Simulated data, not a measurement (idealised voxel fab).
Process module in this document: voxel air gaps
Pictured: cross-section cut, 245 nm wide, on a grid of 5 nm square cells.
A cross-section is written here as square cells arranged in a grid, and it is given in bands from the top down, each band taking up one or more rows of cells.
What a band's entry tells you: where the top is and where the bottom is, as heights in nm, and after that what lies inside, material by material from left to right, each with its width in nm. Empty space is written as the word "empty", and a single material marked with the word "all across" occupies the band from edge to edge.
Basically, 0 is our baseline, since under it the wafer straight out of the box is all one material. The bottom band has no lower end and keeps on going down, so it looks like "0..down".
A width such as "30->40" changes by the same amount from each row of cells to the next, from the band's top row to its bottom row.
The designation "no modifications", where it is given for a processing step, indicates that no cell of the cross-section was altered in the course of that step.
If an empty space has no open way to the top and is at least 8 cells in size, "Fully sealed voids" lists it, written width x height at distance, where distance is measured from the left edge and every value is in nm.
On each step's line, the part that comes after the settings is the simulator's own comment on the step.
The "overlay nm" setting may appear on a step's line; for a step that uses a mask, it gives how far to the right of its planned position the mask lay, and a negative value indicates the left.

Here's what the planned process steps look like:
1. RECEIVE, material Si
2. CONFORMAL_DEP, material SiO2, thk nm 10
3. CONFORMAL_DEP, material SiN, thk nm 5
4. DIRECTIONAL_DEP, material SiO2, thk nm 35
5. PATTERN, tone open, mask id LINES, material resist, width nm 20, pitch nm 50, thk nm 20, overlay nm 0
6. DIRECTIONAL_ETCH, etch materials SiO2, depth nm 35
7. STRIP, etch materials resist
8. CONFORMAL_DEP, material TiN, thk nm 5
9. FILL_DEP, material W, thk nm 10
10. CMP, height nm 50
11. EPI, material Ru, thk nm 10
12. SELECTIVE_ETCH, etch materials SiO2, depth nm 45
13. CONFORMAL_DEP, material SiN, thk nm 5

Wafer at receipt (post step 1), cross-section:
* 0..down | Si all across
* Fully sealed voids: none

As-planned run: cross-section of the first of two wafers at end of module:
* 65..60 | 45 empty, then 150 SiN, then 50 empty
* 60..50 | 45 empty, then 5 SiN, then 40 Ru, then 10 SiN, then 40 Ru, then 10 SiN, then 40 Ru, then 5 SiN, then 50 empty
* 50..45 | 45 empty, then 15 SiN, then 5 TiN, then 10 W, then 5 TiN, then 30 SiN, then 5 TiN, then 10 W, then 5 TiN, then 30 SiN, then 5 TiN, then 10 W, then 5 TiN, then 15 SiN, then 50 empty
* 45..20 | 55 empty, then 5 SiN, then 5 TiN, then 10 W, then 5 TiN, then 5 SiN, then 20 empty, then 5 SiN, then 5 TiN, then 10 W, then 5 TiN, then 5 SiN, then 20 empty, then 5 SiN, then 5 TiN, then 10 W, then 5 TiN, then 5 SiN, then 60 empty
* 20..15 | 60 SiN, then 20 TiN, then 30 SiN, then 20 TiN, then 30 SiN, then 20 TiN, then 65 SiN
* 15..10 | SiN all across
* 10..0 | SiO2 all across
* 0..down | Si all across
* Fully sealed voids: 20 x 25 at 85; 20 x 25 at 135

Here is the second of the two wafers cut open at the end of the module - same start, same plan as the first one, but we made one mistake running it:
* 65..60 | 50 empty, then 45 SiN, then 5 empty, then 45 SiN, then 5 empty, then 45 SiN, then 50 empty
* 60..50 | 50 empty, then 5 SiN, then 35 Ru, then 5 SiN, then 5 empty, then 5 SiN, then 35 Ru, then 5 SiN, then 5 empty, then 5 SiN, then 35 Ru, then 5 SiN, then 50 empty
* 50..45 | 50 empty, then 15 SiN, then 5 TiN, then 5 W, then 5 TiN, then 15 SiN, then 5 empty, then 15 SiN, then 5 TiN, then 5 W, then 5 TiN, then 15 SiN, then 5 empty, then 15 SiN, then 5 TiN, then 5 W, then 5 TiN, then 15 SiN, then 50 empty
* 45..20 | 60 empty, then 5 SiN, then 5 TiN, then 5 W, then 5 TiN, then 5 SiN, then 25 empty, then 5 SiN, then 5 TiN, then 5 W, then 5 TiN, then 5 SiN, then 25 empty, then 5 SiN, then 5 TiN, then 5 W, then 5 TiN, then 5 SiN, then 60 empty
* 20..15 | 65 SiN, then 15 TiN, then 35 SiN, then 15 TiN, then 35 SiN, then 15 TiN, then 65 SiN
* 15..10 | SiN all across
* 10..0 | SiO2 all across
* 0..down | Si all across
* Fully sealed voids: none
Against the plan, the run slipped here: step 5 did not happen as planned, as run it was PATTERN, tone open, mask id LINES, material resist, width nm 15, pitch nm 50, thk nm 20, overlay nm 0
Counted in cells at the end, the second wafer holds more or fewer of these materials than the first: 6 fewer of Ru, 3 fewer of TiN, 18 fewer of W
So at the end we're looking at 2 closed voids on the first wafer and 0 on the second.
